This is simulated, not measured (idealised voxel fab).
Process module in this document: voxel capacitor over wiring
Cross-section cut spans 225 nm and uses square cells 5 nm in size.
Notation: cross-section as square-cell grid; stated in bands, top first, going down; one or more cell rows per band.
First you get the band's top height and its bottom height, in nm, and then the materials it's made of, left to right, with each width in nm. If you see a single material with "full width", that one covers the band edge to edge. "empty" is empty space.
Beneath 0, the wafer as received is one material, and that level is where height counting begins. The lowest band goes on downward without a bottom; it is written like "top 0, no bottom".
Top row gets the first number, bottom row gets the second, and each row in between changes by the same step: that is how a band width like "30..40" works.
Any step labelled "no modification" changed none of the cells in the cross-section.
Any empty space of 8 cells or more lacking an open way to the top shows up in "Tabulated closed voids" as width x height at distance, distance from the left edge, in nm.
Heads up: the bit after the settings on a step's line is the simulator's remark on that step.
Steps that use a mask can have "overlay nm" on their line. It says how far the mask sat to the right of where it was meant to be. Negative means to the left.
-- Planned step list for the process
step 1: op RECEIVE | material Si
step 2: op CONFORMAL_DEP | material SiO2 | thk nm 10
step 3: op DIRECTIONAL_DEP | material TiN | thk nm 5
step 4: op DIRECTIONAL_DEP | material Ru | thk nm 15
step 5: op DIRECTIONAL_DEP | material aC | thk nm 10
step 6: op PATTERN | tone cover | mask id METAL_1 | material resist | width nm 30 | pitch nm 80 | thk nm 25 | overlay nm 0
step 7: op DIRECTIONAL_ETCH | etch materials aC | depth nm 10
step 8: op STRIP | etch materials resist
step 9: op DIRECTIONAL_ETCH | etch materials Ru | depth nm 15
step 10: op DIRECTIONAL_ETCH | etch materials TiN | depth nm 5
step 11: op STRIP | etch materials aC
step 12: op CONFORMAL_DEP | material SiCN | thk nm 5
step 13: op FILL_DEP | material lowk | thk nm 10
step 14: op CMP | height nm 30
step 15: op CONFORMAL_DEP | material SiCN | thk nm 5
step 16: op DIRECTIONAL_DEP | material SiO2 | thk nm 20
step 17: op MASKED_ETCH | tone open | mask id PLUG_1 | width nm 15 | etch materials SiO2 | depth nm 20 | overlay nm 0
step 18: op MASKED_ETCH | tone open | mask id PLUG_1 | width nm 15 | etch materials SiCN | depth nm 5 | overlay nm 0
step 19: op EPI | material Ru | thk nm 10
step 20: op EPI | material Ru | thk nm 10
step 21: op EPI | material Ru | thk nm 5
step 22: op DIRECTIONAL_DEP | material TiN | thk nm 10
step 23: op DIRECTIONAL_DEP | material Al2O3 | thk nm 5
step 24: op DIRECTIONAL_DEP | material TiN | thk nm 5
step 25: op DIRECTIONAL_DEP | material aC | thk nm 10
step 26: op PATTERN | tone cover | mask id UPPER_PLATE | material resist | width nm 55 | thk nm 30 | overlay nm 0
step 27: op DIRECTIONAL_ETCH | etch materials aC | depth nm 10
step 28: op STRIP | etch materials resist
step 29: op DIRECTIONAL_ETCH | etch materials TiN | depth nm 5
step 30: op DIRECTIONAL_ETCH | etch materials Al2O3 | depth nm 5
step 31: op STRIP | etch materials aC
step 32: op PATTERN | tone cover | mask id LOWER_PLATE | material resist | width nm 65 | thk nm 15 | overlay nm 0
step 33: op DIRECTIONAL_ETCH | etch materials TiN | depth nm 10
step 34: op STRIP | etch materials resist
step 35: op FILL_DEP | material SiO2 | thk nm 20
step 36: op CMP | height nm 90
step 37: op PATTERN | tone open | mask id PLUG_2 | material resist | width nm 15 | thk nm 20 | overlay nm 0
step 38: op DIRECTIONAL_ETCH | etch materials SiO2 | depth nm 15
step 39: op STRIP | etch materials resist
step 40: op CONFORMAL_DEP | material TiN | thk nm 5
step 41: op FILL_DEP | material Cu | thk nm 10
step 42: op CMP | height nm 90
step 43: op CONFORMAL_DEP | material SiCN | thk nm 5
-- First of two wafers: run as planned
-- Received-state cross-section, reflecting completion of step 1
	top 0, no bottom: Si full width
	Tabulated closed voids: none
-- Wafer xsec, post step 2
	top 10, bottom 0: SiO2 full width
	Below 0, the layers are the same as they were.
-- Wafer xsec, post step 3
	top 15, bottom 10: TiN full width
	Below 10, the layers are the same as they were.
-- Wafer xsec, post step 4
	top 30, bottom 15: Ru full width
	Below 15, the layers are the same as they were.
-- Wafer xsec, post step 5
	top 40, bottom 30: aC full width
	Below 30, the layers are the same as they were.
-- Wafer xsec, post step 6
	top 65, bottom 40: 55 empty; 30 resist; 50 empty; 30 resist; 60 empty
	Below 40, the layers are the same as they were.
-- Wafer xsec, post step 7
	top 55, bottom 40: 55 empty; 30 resist; 50 empty; 30 resist; 60 empty
	top 40, bottom 30: 55 empty; 30 aC; 50 empty; 30 aC; 60 empty
	Below 30, the layers are the same as they were.
-- Wafer xsec, post step 8
	top 40, bottom 30: 55 empty; 30 aC; 50 empty; 30 aC; 60 empty
	Below 30, the layers are the same as they were.
-- Wafer xsec, post step 9
	top 40, bottom 30: 55 empty; 30 aC; 50 empty; 30 aC; 60 empty
	top 30, bottom 15: 55 empty; 30 Ru; 50 empty; 30 Ru; 60 empty
	Below 15, the layers are the same as they were.
-- Wafer xsec, post step 10
	top 40, bottom 30: 55 empty; 30 aC; 50 empty; 30 aC; 60 empty
	top 30, bottom 15: 55 empty; 30 Ru; 50 empty; 30 Ru; 60 empty
	top 15, bottom 10: 55 empty; 30 TiN; 50 empty; 30 TiN; 60 empty
	Below 10, the layers are the same as they were.
-- Wafer xsec, post step 11
	top 30, bottom 15: 55 empty; 30 Ru; 50 empty; 30 Ru; 60 empty
	Below 15, the layers are the same as they were.
-- Wafer xsec, post step 12
	top 35, bottom 30: 50 empty; 40 SiCN; 40 empty; 40 SiCN; 55 empty
	top 30, bottom 15: 50 empty; 5 SiCN; 30 Ru; 5 SiCN; 40 empty; 5 SiCN; 30 Ru; 5 SiCN; 55 empty
	top 15, bottom 10: 55 SiCN; 30 TiN; 50 SiCN; 30 TiN; 60 SiCN
	Below 10, the layers are the same as they were.
-- Wafer xsec, post step 13
	top 45, bottom 35: lowk full width
	top 35, bottom 30: 50 lowk; 40 SiCN; 40 lowk; 40 SiCN; 55 lowk
	top 30, bottom 15: 50 lowk; 5 SiCN; 30 Ru; 5 SiCN; 40 lowk; 5 SiCN; 30 Ru; 5 SiCN; 55 lowk
	Below 15, the layers are the same as they were.
-- Wafer xsec, post step 14
	top 30, bottom 15: 50 lowk; 5 SiCN; 30 Ru; 5 SiCN; 40 lowk; 5 SiCN; 30 Ru; 5 SiCN; 55 lowk
	Below 15, the layers are the same as they were.
-- Wafer xsec, post step 15
	top 35, bottom 30: SiCN full width
	Below 30, the layers are the same as they were.
-- Wafer xsec, post step 16
	top 55, bottom 35: SiO2 full width
	Below 35, the layers are the same as they were.
-- Wafer xsec, post step 17
	top 55, bottom 35: 70 SiO2; 15 empty; 140 SiO2
	Below 35, the layers are the same as they were.
-- Wafer xsec, post step 18
	top 55, bottom 35: 70 SiO2; 15 empty; 140 SiO2
	top 35, bottom 30: 70 SiCN; 15 empty; 140 SiCN
	Below 30, the layers are the same as they were.
-- Wafer xsec, post step 19
	top 55, bottom 40: 70 SiO2; 15 empty; 140 SiO2
	top 40, bottom 35: 70 SiO2; 15 Ru; 140 SiO2
	top 35, bottom 30: 70 SiCN; 15 Ru; 140 SiCN
	Below 30, the layers are the same as they were.
-- Wafer xsec, post step 20
	top 55, bottom 50: 70 SiO2; 15 empty; 140 SiO2
	top 50, bottom 35: 70 SiO2; 15 Ru; 140 SiO2
	Below 35, the layers are the same as they were.
-- Wafer xsec, post step 21
	top 55, bottom 35: 70 SiO2; 15 Ru; 140 SiO2
	Below 35, the layers are the same as they were.
-- Wafer xsec, post step 22
	top 65, bottom 55: TiN full width
	Below 55, the layers are the same as they were.
-- Wafer xsec, post step 23
	top 70, bottom 65: Al2O3 full width
	Below 65, the layers are the same as they were.
-- Wafer xsec, post step 24
	top 75, bottom 70: TiN full width
	Below 70, the layers are the same as they were.
-- Wafer xsec, post step 25
	top 85, bottom 75: aC full width
	Below 75, the layers are the same as they were.
-- Wafer xsec, post step 26
	top 115, bottom 85: 70 empty; 55 resist; 100 empty
	Below 85, the layers are the same as they were.
-- Wafer xsec, post step 27
	top 105, bottom 85: 70 empty; 55 resist; 100 empty
	top 85, bottom 75: 70 empty; 55 aC; 100 empty
	Below 75, the layers are the same as they were.
-- Wafer xsec, post step 28
	top 85, bottom 75: 70 empty; 55 aC; 100 empty
	Below 75, the layers are the same as they were.
-- Wafer xsec, post step 29
	top 85, bottom 75: 70 empty; 55 aC; 100 empty
	top 75, bottom 70: 70 empty; 55 TiN; 100 empty
	Below 70, the layers are the same as they were.
-- Wafer xsec, post step 30
	top 85, bottom 75: 70 empty; 55 aC; 100 empty
	top 75, bottom 70: 70 empty; 55 TiN; 100 empty
	top 70, bottom 65: 70 empty; 55 Al2O3; 100 empty
	Below 65, the layers are the same as they were.
-- Wafer xsec, post step 31
	top 75, bottom 70: 70 empty; 55 TiN; 100 empty
	Below 70, the layers are the same as they were.
-- Wafer xsec, post step 32
	top 90, bottom 75: 65 empty; 65 resist; 95 empty
	top 75, bottom 70: 65 empty; 5 resist; 55 TiN; 5 resist; 95 empty
	top 70, bottom 65: 65 empty; 5 resist; 55 Al2O3; 5 resist; 95 empty
	Below 65, the layers are the same as they were.
-- Wafer xsec, post step 33
	top 90, bottom 75: 65 empty; 65 resist; 95 empty
	top 75, bottom 70: 65 empty; 5 resist; 55 TiN; 5 resist; 95 empty
	top 70, bottom 65: 65 empty; 5 resist; 55 Al2O3; 5 resist; 95 empty
	top 65, bottom 55: 65 empty; 65 TiN; 95 empty
	Below 55, the layers are the same as they were.
-- Wafer xsec, post step 34
	top 75, bottom 70: 70 empty; 55 TiN; 100 empty
	top 70, bottom 65: 70 empty; 55 Al2O3; 100 empty
	Below 65, the layers are the same as they were.
-- Wafer xsec, post step 35
	top 95, bottom 75: SiO2 full width
	top 75, bottom 70: 70 SiO2; 55 TiN; 100 SiO2
	top 70, bottom 65: 70 SiO2; 55 Al2O3; 100 SiO2
	top 65, bottom 55: 65 SiO2; 65 TiN; 95 SiO2
	Below 55, the layers are the same as they were.
-- Wafer xsec, post step 36
	top 90, bottom 75: SiO2 full width
	Below 75, the layers are the same as they were.
-- Wafer xsec, post step 37
	top 110, bottom 90: 80 resist; 15 empty; 130 resist
	Below 90, the layers are the same as they were.
-- Wafer xsec, post step 38
	top 110, bottom 90: 80 resist; 15 empty; 130 resist
	top 90, bottom 75: 80 SiO2; 15 empty; 130 SiO2
	Below 75, the layers are the same as they were.
-- Wafer xsec, post step 39
	top 90, bottom 75: 80 SiO2; 15 empty; 130 SiO2
	Below 75, the layers are the same as they were.
-- Wafer xsec, post step 40
	top 95, bottom 90: 85 TiN; 5 empty; 135 TiN
	top 90, bottom 80: 80 SiO2; 5 TiN; 5 empty; 5 TiN; 130 SiO2
	top 80, bottom 70: 80..70 SiO2; 15..55 TiN; 130..100 SiO2
	Below 70, the layers are the same as they were.
-- Wafer xsec, post step 41
	top 105, bottom 95: Cu full width
	top 95, bottom 90: 85 TiN; 5 Cu; 135 TiN
	top 90, bottom 80: 80 SiO2; 5 TiN; 5 Cu; 5 TiN; 130 SiO2
	Below 80, the layers are the same as they were.
-- Wafer xsec, post step 42
	top 90, bottom 80: 80 SiO2; 5 TiN; 5 Cu; 5 TiN; 130 SiO2
	Below 80, the layers are the same as they were.
-- Wafer xsec, post step 43
	top 95, bottom 90: SiCN full width
	Below 90, the layers are the same as they were.
-- The Second Wafer: Common Origin and Plan, One Mistake in Execution, Identical to the First Through Step 31
-- Second wafer, section view, time point: scheduled end of step 32
	top 90, bottom 75: 65 resist; 65 empty; 95 resist
	top 75, bottom 70: 65 resist; 5 empty; 55 TiN; 5 empty; 95 resist
	top 70, bottom 65: 65 resist; 5 empty; 55 Al2O3; 5 empty; 95 resist
	Below 65, the layers are the same as they were.
-- Second wafer, section view, time point: scheduled end of step 33
	top 90, bottom 70: 65 resist; 65 empty; 95 resist
	top 70, bottom 65: 65 resist; 5 empty; 55 Al2O3; 5 empty; 95 resist
	top 65, bottom 55: 65 TiN; 5 empty; 55 TiN; 5 empty; 95 TiN
	Below 55, the layers are the same as they were.
-- Second wafer, section view, time point: scheduled end of step 34
	top 70, bottom 65: 70 empty; 55 Al2O3; 100 empty
	Below 65, the layers are the same as they were.
-- Second wafer, section view, time point: scheduled end of step 35
	top 90, bottom 70: SiO2 full width
	top 70, bottom 65: 70 SiO2; 55 Al2O3; 100 SiO2
	top 65, bottom 55: 65 TiN; 5 SiO2; 55 TiN; 5 SiO2; 95 TiN
	Below 55, the layers are the same as they were.
Second wafer, section view, time point: scheduled end of step 36: no modification
-- Second wafer, section view, time point: scheduled end of step 37
	top 110, bottom 90: 80 resist; 15 empty; 130 resist
	Below 90, the layers are the same as they were.
-- Second wafer, section view, time point: scheduled end of step 38
	top 110, bottom 90: 80 resist; 15 empty; 130 resist
	top 90, bottom 75: 80 SiO2; 15 empty; 130 SiO2
	Below 75, the layers are the same as they were.
-- Second wafer, section view, time point: scheduled end of step 39
	top 90, bottom 75: 80 SiO2; 15 empty; 130 SiO2
	Below 75, the layers are the same as they were.
-- Second wafer, section view, time point: scheduled end of step 40
	top 95, bottom 90: 85 TiN; 5 empty; 135 TiN
	top 90, bottom 80: 80 SiO2; 5 TiN; 5 empty; 5 TiN; 130 SiO2
	top 80, bottom 75: 80 SiO2; 15 TiN; 130 SiO2
	Below 75, the layers are the same as they were.
-- Second wafer, section view, time point: scheduled end of step 41
	top 105, bottom 95: Cu full width
	top 95, bottom 90: 85 TiN; 5 Cu; 135 TiN
	top 90, bottom 80: 80 SiO2; 5 TiN; 5 Cu; 5 TiN; 130 SiO2
	Below 80, the layers are the same as they were.
-- Second wafer, section view, time point: scheduled end of step 42
	top 90, bottom 80: 80 SiO2; 5 TiN; 5 Cu; 5 TiN; 130 SiO2
	Below 80, the layers are the same as they were.
-- Second wafer, section view, time point: scheduled end of step 43
	top 95, bottom 90: SiCN full width
	Below 90, the layers are the same as they were.
In executing the process, a mistake was made relative to the plan: for step 32, the planned setting was not used; the step was instead run as op PATTERN | tone open | mask id LOWER_PLATE | material resist | width nm 65 | thk nm 15 | overlay nm 0
Per the end-of-run cell counts, the second wafer holds more or fewer of some materials than the first: SiO2 -49, TiN +49
